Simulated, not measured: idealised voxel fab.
The document below concerns the process module designated voxel transistor to metal.
Section cut is 195 nm wide and gridded with 5 nm square cells.
Just so we're on the same page, the cross-sections are grids of square cells, and they're listed out in bands top to bottom, each band one or more rows deep. Basically the band line says how high the top is and how high the bottom is, in nm, and then what's in it from left to right, every material with its width in nm. Empty space shows up as "air", and if a single material carries "all across" it runs the full band edge to edge. Note: height 0 marks the level under which the wafer is uniformly one material as received. Lowest band unbounded below, written "top 0, no bottom". Note: "30..40" means the width goes from the first number (top row of the band) to the second number (bottom row) in equal steps per row of cells. Take "identical to before" at face value: in the step it is given for, the cross-section changed in none of its cells. You'll see "Encapsulated voids" listing empty spaces that have no way open to the top, as long as they're 8 cells or more; the notation is width x height at distance, where the distance is from the left edge, and all of it is in nm. Where a step's line continues beyond its settings, the continuation is a remark by the simulator itself on that step. overlay nm: mask offset rightward from planned place, masked step; negative means leftward offset.

SO HERE'S THE LINEUP OF PROCESS STEPS WE PLANNED
1,RECEIVE with material Si
2,OXIDIZE with depth nm 5
3,CONFORMAL_DEP with material SiN, thk nm 15
4,MASKED_ETCH with tone cover, mask id ACTIVE, width nm 105, etch materials SiN, depth nm 15, overlay nm 0
5,MASKED_ETCH with tone cover, mask id ACTIVE, width nm 105, etch materials SiO2, depth nm 5, overlay nm 0
6,MASKED_ETCH with tone cover, mask id ACTIVE, width nm 105, etch materials Si, depth nm 20, overlay nm 0
7,FILL_DEP with material SiO2, thk nm 5
8,CMP with height nm 15
9,SELECTIVE_ETCH with etch materials SiO2, depth nm 5
10,STRIP with etch materials SiN
11,SELECTIVE_ETCH with etch materials SiO2, depth nm 5
12,OXIDIZE with depth nm 5
13,DIRECTIONAL_DEP with material polySi, thk nm 25
14,DIRECTIONAL_DEP with material SiCN, thk nm 10
15,DIRECTIONAL_DEP with material aC, thk nm 15
16,PATTERN with tone cover, mask id GATE, material resist, width nm 35, thk nm 30, overlay nm 0
17,DIRECTIONAL_ETCH with etch materials aC, depth nm 15
18,STRIP with etch materials resist
19,DIRECTIONAL_ETCH with etch materials SiCN, depth nm 20
20,DIRECTIONAL_ETCH with etch materials polySi, depth nm 35
21,STRIP with etch materials aC
22,CONFORMAL_DEP with material SiN, thk nm 5
23,DIRECTIONAL_ETCH with etch materials SiN, depth nm 5
24,DIRECTIONAL_ETCH with etch materials SiO2, depth nm 5
25,DIRECTIONAL_ETCH with etch materials Si, depth nm 5
26,EPI with material pSi, thk nm 5
27,FILL_DEP with material SiO2, thk nm 5
28,CMP with height nm 20
29,STRIP with etch materials polySi
30,SELECTIVE_ETCH with etch materials SiO2, depth nm 5
31,CONFORMAL_DEP with material HfO2, thk nm 5
32,CONFORMAL_DEP with material TiN, thk nm 5
33,FILL_DEP with material W, thk nm 5
34,CMP with height nm 15
35,DIRECTIONAL_DEP with material SiO2, thk nm 10
36,PATTERN with tone open, mask id CONTACT, material resist, width nm 15, pitch nm 80, thk nm 20, overlay nm 0
37,DIRECTIONAL_ETCH with etch materials SiO2, depth nm 35
38,STRIP with etch materials resist
39,CONFORMAL_DEP with material TiN, thk nm 5
40,FILL_DEP with material Ru, thk nm 10
41,CMP with height nm 25
42,DIRECTIONAL_DEP with material TiN, thk nm 5
43,DIRECTIONAL_DEP with material Ru, thk nm 25
44,MASKED_ETCH with tone cover, mask id METAL_1, width nm 15, pitch nm 80, etch materials Ru, depth nm 25, overlay nm 0
45,MASKED_ETCH with tone cover, mask id METAL_1, width nm 15, pitch nm 80, etch materials TiN, depth nm 5, overlay nm 0
46,FILL_DEP with material SiO2, thk nm 5
47,CMP with height nm 55
48,CONFORMAL_DEP with material SiN, thk nm 5

DELIVERED WAFER IN CROSS-SECTION: STATE AFTER STEP 1
  top 0, no bottom: Si all across
  Encapsulated voids: none

FIRST WAFER AT THE END, AS PLANNED
  top 60, bottom 55: SiN all across
  top 55, bottom 30: SiO2 (50) | Ru (15) | SiO2 (65) | Ru (15) | SiO2 (50)
  top 30, bottom 25: SiO2 (50) | TiN (15) | SiO2 (65) | TiN (15) | SiO2 (50)
  top 25, bottom 15: SiO2 (50) | TiN (5) | Ru (5) | TiN (5) | SiO2 (65) | TiN (5) | Ru (5) | TiN (5) | SiO2 (50)
  top 15, bottom 5: SiO2 (50) | TiN (5) | Ru (5) | TiN (5) | SiO2 (10) | SiN (5) | HfO2 (5) | TiN (5) | W (15) | TiN (5) | HfO2 (5) | SiN (5) | SiO2 (10) | TiN (5) | Ru (5) | TiN (5) | SiO2 (50)
  top 5, bottom 0: SiO2 (40) | SiN (5) | SiO2 (5) | TiN (5) | Ru (5) | TiN (5) | SiO2 (10) | SiN (5) | HfO2 (5) | TiN (5) | W (15) | TiN (5) | HfO2 (5) | SiN (5) | SiO2 (10) | TiN (5) | Ru (5) | TiN (5) | SiO2 (5) | SiN (5) | SiO2 (40)
  top 0, bottom -5: SiO2 (40) | SiN (5) | SiO2 (5) | TiN (5) | Ru (5) | TiN (5) | SiO2 (10) | SiN (5) | HfO2 (5) | TiN (25) | HfO2 (5) | SiN (5) | SiO2 (10) | TiN (5) | Ru (5) | TiN (5) | SiO2 (5) | SiN (5) | SiO2 (40)
  top -5, bottom -10: SiO2 (50) | TiN (15) | SiO2 (5) | pSi (5) | HfO2 (45) | pSi (5) | SiO2 (5) | TiN (15) | SiO2 (50)
  top -10, bottom -15: SiO2 (45) | pSi (30) | Si (45) | pSi (30) | SiO2 (45)
  top -15, bottom -25: SiO2 (45) | Si (105) | SiO2 (45)
  top -25, no bottom: Si all across
  Encapsulated voids: none

WAFER TWO, SECTIONED AFTER THE MODULE: THE FIRST WAFER'S START, THE FIRST WAFER'S PLAN, AND ONE MISTAKE IN HOW IT WAS RUN
  top 60, bottom 55: SiN all across
  top 55, bottom 30: SiO2 (50) | Ru (15) | SiO2 (65) | Ru (15) | SiO2 (50)
  top 30, bottom 25: SiO2 (50) | TiN (15) | SiO2 (65) | TiN (15) | SiO2 (50)
  top 25, bottom 15: SiO2 (50) | TiN (5) | Ru (5) | TiN (5) | SiO2 (65) | TiN (5) | Ru (5) | TiN (5) | SiO2 (50)
  top 15, bottom 5: SiO2 (50) | TiN (5) | Ru (5) | TiN (5) | SiO2 (10) | SiN (5) | HfO2 (10) | W (15) | HfO2 (10) | SiN (5) | SiO2 (10) | TiN (5) | Ru (5) | TiN (5) | SiO2 (50)
  top 5, bottom 0: SiO2 (40) | SiN (5) | SiO2 (5) | TiN (5) | Ru (5) | TiN (5) | SiO2 (10) | SiN (5) | HfO2 (10) | W (15) | HfO2 (10) | SiN (5) | SiO2 (10) | TiN (5) | Ru (5) | TiN (5) | SiO2 (5) | SiN (5) | SiO2 (40)
  top 0, bottom -5: SiO2 (40) | SiN (5) | SiO2 (5) | TiN (5) | Ru (5) | TiN (5) | SiO2 (10) | SiN (5) | HfO2 (35) | SiN (5) | SiO2 (10) | TiN (5) | Ru (5) | TiN (5) | SiO2 (5) | SiN (5) | SiO2 (40)
  top -5, bottom -10: SiO2 (50) | TiN (15) | SiO2 (5) | pSi (5) | HfO2 (45) | pSi (5) | SiO2 (5) | TiN (15) | SiO2 (50)
  top -10, bottom -15: SiO2 (45) | pSi (30) | Si (45) | pSi (30) | SiO2 (45)
  top -15, bottom -25: SiO2 (45) | Si (105) | SiO2 (45)
  top -25, no bottom: Si all across
  Encapsulated voids: none
It is concluded that the wafer was processed incorrectly with respect to the plan, in that note that step 32 departed from the planned setting and was carried out as CONFORMAL_DEP with material HfO2, thk nm 5
Final wafer comparison in cells, second versus first, more or fewer per material: +11 HfO2, -11 TiN
